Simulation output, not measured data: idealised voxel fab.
This section sets out a process module, namely voxel ribs on slabs.
Cross-sectional view cut (width: 265 nm; square cell size: 5 nm).
Heads up, the way a cross-section reads in here is a grid of square cells, handed over as bands from the top down, with every band being one or more rows of cells. Look at the band entry: it leads with the top's height and the bottom's height in nm. Then it lists the materials left to right, with a width in nm for each. The word "all across" on a single material says that material fills the band edge to edge. The word "air" is empty space. Basically, 0 is our baseline, since under it the wafer straight out of the box is all one material. The bottom band has no lower end and keeps on going down, so it looks like "from 0 down". The expression "30->40" gives the width at the extremes of the band, the first number at its top row of cells and the second at its bottom row, with the width changing by equal amounts from each row to the next in between. "changes: none" after a step means that no cell of the cross-section changed. "Enclosed internal cavities" contains a list of empty spaces, each no smaller than 8 cells and without an open way to the top, written in the form width x height at distance with the distance from the left edge and all three in nm. Note: text after step settings on the step line = simulator remark on that step. Among the settings permitted on a step's line is "overlay nm"; applied to a step with a mask, it specifies the extent to which the mask lay to the right of its planned position, whereas a negative figure signifies a position to the left.

SET OUT BELOW ARE THE PLANNED STEPS OF THE PROCESS
1. RECEIVE with material Si
2. DIRECTIONAL_DEP with material SiO2, thk nm 20
3. DIRECTIONAL_DEP with material SiN, thk nm 25
4. PATTERN with tone cover, mask id RIB, material resist, width nm 15, thk nm 15, overlay nm -15
5. DIRECTIONAL_ETCH with etch materials SiN, depth nm 15
6. STRIP with etch materials resist
7. MASKED_ETCH with tone cover, mask id SLAB, width nm 65, etch materials SiN, depth nm 10, overlay nm 0
8. FILL_DEP with material SiO2, thk nm 30
9. CMP with height nm 65
10. DIRECTIONAL_DEP with material W, thk nm 5
11. DIRECTIONAL_DEP with material aC, thk nm 10
12. PATTERN with tone cover, mask id HEATER, material resist, width nm 25, thk nm 25, overlay nm 0
13. DIRECTIONAL_ETCH with etch materials aC, depth nm 10
14. STRIP with etch materials resist
15. DIRECTIONAL_ETCH with etch materials W, depth nm 5
16. STRIP with etch materials aC
17. CONFORMAL_DEP with material SiN, thk nm 10
Where the wafers of this document differ is in the overlay nm of step 4; they start out the same, and the plan states the value that applied to the first wafer.

CROSS-SECTION: THE FIRST OF SEVERAL WAFERS IN ITS AS-RECEIVED STATE, I.E. FOLLOWING STEP 1
  from 0 down: Si all across
  Enclosed internal cavities: none

CROSS-SECTION, FIRST OF SEVERAL WAFERS, END OF MODULE, AFTER LAST STEP 17
  from 80 to 75: air 110 nm  SiN 45 nm  air 110 nm
  from 75 to 70: SiN all across
  from 70 to 65: SiN 120 nm  W 25 nm  SiN 120 nm
  from 65 to 45: SiO2 all across
  from 45 to 30: SiO2 110 nm  SiN 15 nm  SiO2 140 nm
  from 30 to 20: SiO2 100 nm  SiN 65 nm  SiO2 100 nm
  from 20 to 0: SiO2 all across
  from 0 down: Si all across
  Enclosed internal cavities: none

WAFER CROSS-SECTION (LAST WAFER, MODULE END)
  from 80 to 75: air 110 nm  SiN 45 nm  air 110 nm
  from 75 to 70: SiN all across
  from 70 to 65: SiN 120 nm  W 25 nm  SiN 120 nm
  from 65 to 45: SiO2 all across
  from 45 to 30: SiO2 140 nm  SiN 15 nm  SiO2 110 nm
  from 30 to 20: SiO2 100 nm  SiN 65 nm  SiO2 100 nm
  from 20 to 0: SiO2 all across
  from 0 down: Si all across
  Enclosed internal cavities: none

PER WAFER (ROW), END OF MODULE: DELTA IN CELLS PER MATERIAL SINCE RECEIPT, (+) FOR GAINED, (-) FOR LOST; CLOSED VOIDS AFTER THAT
overlay nm -15, +145 SiN, +654 SiO2, +5 W, Enclosed internal cavities: none
overlay nm -10, +145 SiN, +654 SiO2, +5 W, Enclosed internal cavities: none
overlay nm -5, +145 SiN, +654 SiO2, +5 W, Enclosed internal cavities: none
overlay nm 0, +145 SiN, +654 SiO2, +5 W, Enclosed internal cavities: none
overlay nm 5, +145 SiN, +654 SiO2, +5 W, Enclosed internal cavities: none
overlay nm 10, +145 SiN, +654 SiO2, +5 W, Enclosed internal cavities: none
overlay nm 15, +145 SiN, +654 SiO2, +5 W, Enclosed internal cavities: none
